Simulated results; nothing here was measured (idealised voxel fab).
The following is a process module called voxel wiring stack.
In the cross-section labelled cut, the width is 180 nm and each square cell is 5 nm.
Cross-section spec: square-cell grid; bands listed top down; each band is one or more rows. In this notation a band is specified by the heights of its top and bottom, in that order and in nm, after which its materials appear from left to right, each paired with its width in nm. The word "full width" attached to a single material means that material fills the band from edge to edge; the word "air" stands for empty space. Where do heights start? At 0: under that level the wafer as delivered is made of one material only. And the lowest band has no floor; it just carries on downward, as in "0 and below". Width: "30->40" (first number = top row, second number = bottom row, same change from row to row of cells). A step reported as "no change" is a step in which no cell of the cross-section changed. Reported under the label "Closed void inventory" are the empty spaces having no open way to the top and comprising 8 cells or more; the notation for each is width x height at distance, in which the distance is measured from the left edge and all three values are in nm. It should be noted that, on the line of a given step, the content following the step's settings is a remark produced by the simulator itself with respect to that step. overlay nm: on a step with a mask, how far right of its planned place the mask lay; negative means left.
-- This section lists the process steps that were planned
| 1 | RECEIVE with material Si |
| 2 | CONFORMAL_DEP with material SiO2, thk nm 10 |
| 3 | DIRECTIONAL_DEP with material TiN, thk nm 5 |
| 4 | DIRECTIONAL_DEP with material W, thk nm 15 |
| 5 | DIRECTIONAL_DEP with material aC, thk nm 15 |
| 6 | PATTERN with tone cover, mask id METAL_1, material resist, width nm 20, pitch nm 45, thk nm 30, overlay nm 0 |
| 7 | DIRECTIONAL_ETCH with etch materials aC, depth nm 15 |
| 8 | STRIP with etch materials resist |
| 9 | DIRECTIONAL_ETCH with etch materials W, depth nm 15 |
| 10 | DIRECTIONAL_ETCH with etch materials TiN, depth nm 5 |
| 11 | STRIP with etch materials aC |
| 12 | FILL_DEP with material SiO2, thk nm 10 |
| 13 | CMP with height nm 30 |
| 14 | CONFORMAL_DEP with material SiCN, thk nm 5 |
| 15 | DIRECTIONAL_DEP with material lowk, thk nm 35 |
| 16 | DIRECTIONAL_DEP with material aC, thk nm 15 |
| 17 | PATTERN with tone open, mask id METAL_2_HOLES, material resist, width nm 15, thk nm 35, overlay nm 0 |
| 18 | DIRECTIONAL_ETCH with etch materials aC, depth nm 15 |
| 19 | STRIP with etch materials resist |
| 20 | DIRECTIONAL_ETCH with etch materials lowk, depth nm 35 |
| 21 | STRIP with etch materials aC |
| 22 | DIRECTIONAL_DEP with material aC, thk nm 15 |
| 23 | PATTERN with tone open, mask id METAL_2, material resist, width nm 20, pitch nm 45, thk nm 30, overlay nm 0 |
| 24 | DIRECTIONAL_ETCH with etch materials aC, depth nm 15 |
| 25 | STRIP with etch materials resist |
| 26 | DIRECTIONAL_ETCH with etch materials lowk, depth nm 20 |
| 27 | DIRECTIONAL_ETCH with etch materials SiCN, depth nm 5 |
| 28 | STRIP with etch materials aC |
| 29 | CONFORMAL_DEP with material TiN, thk nm 5 |
| 30 | FILL_DEP with material Cu, thk nm 5 |
| 31 | CMP with height nm 70 |
| 32 | CONFORMAL_DEP with material SiN, thk nm 5 |
-- Cross-section of the wafer upon arrival, representing the state reached after step 1
0 and below | Si full width
Closed void inventory: none
-- Cross-section: first of two wafers, module finished, run according to plan
75 down to 70 | SiN full width
70 down to 55 | lowk 55 nm, TiN 5 nm, Cu 10 nm, TiN 5 nm, lowk 25 nm, TiN 5 nm, Cu 10 nm, TiN 5 nm, lowk 60 nm
55 down to 50 | lowk 55 nm, TiN 5 nm, Cu 5 nm, TiN 10 nm, lowk 25 nm, TiN 20 nm, lowk 60 nm
50 down to 35 | lowk 55 nm, TiN 5 nm, Cu 5 nm, TiN 5 nm, lowk 110 nm
35 down to 30 | SiCN 55 nm, TiN 15 nm, SiCN 110 nm
30 down to 15 | SiO2 55 nm, W 20 nm, SiO2 25 nm, W 20 nm, SiO2 60 nm
15 down to 10 | SiO2 55 nm, TiN 20 nm, SiO2 25 nm, TiN 20 nm, SiO2 60 nm
10 down to 0 | SiO2 full width
0 and below | Si full width
Closed void inventory: none
-- Cross-sectional view: second of two wafers, end of module; start and plan identical to the first, one mistake in running
75 down to 70 | SiN full width
70 down to 55 | lowk 55 nm, TiN 5 nm, Cu 10 nm, TiN 5 nm, lowk 25 nm, TiN 5 nm, Cu 10 nm, TiN 5 nm, lowk 60 nm
55 down to 50 | lowk 55 nm, TiN 5 nm, Cu 5 nm, TiN 10 nm, lowk 25 nm, TiN 20 nm, lowk 60 nm
50 down to 35 | lowk 55 nm, TiN 5 nm, Cu 5 nm, TiN 5 nm, lowk 110 nm
35 down to 30 | SiCN 55 nm, TiN 15 nm, SiCN 110 nm
30 down to 20 | SiO2 full width
20 down to 5 | SiO2 55 nm, W 20 nm, SiO2 25 nm, W 20 nm, SiO2 60 nm
5 down to 0 | SiO2 55 nm, TiN 20 nm, SiO2 25 nm, TiN 20 nm, SiO2 60 nm
0 and below | Si full width
Closed void inventory: none
It is concluded that the wafer was processed incorrectly with respect to the plan, in that execution of step 2 of the plan did not take place, the step having been omitted
End check, second vs first wafer: material counts in cells match, positions do not.
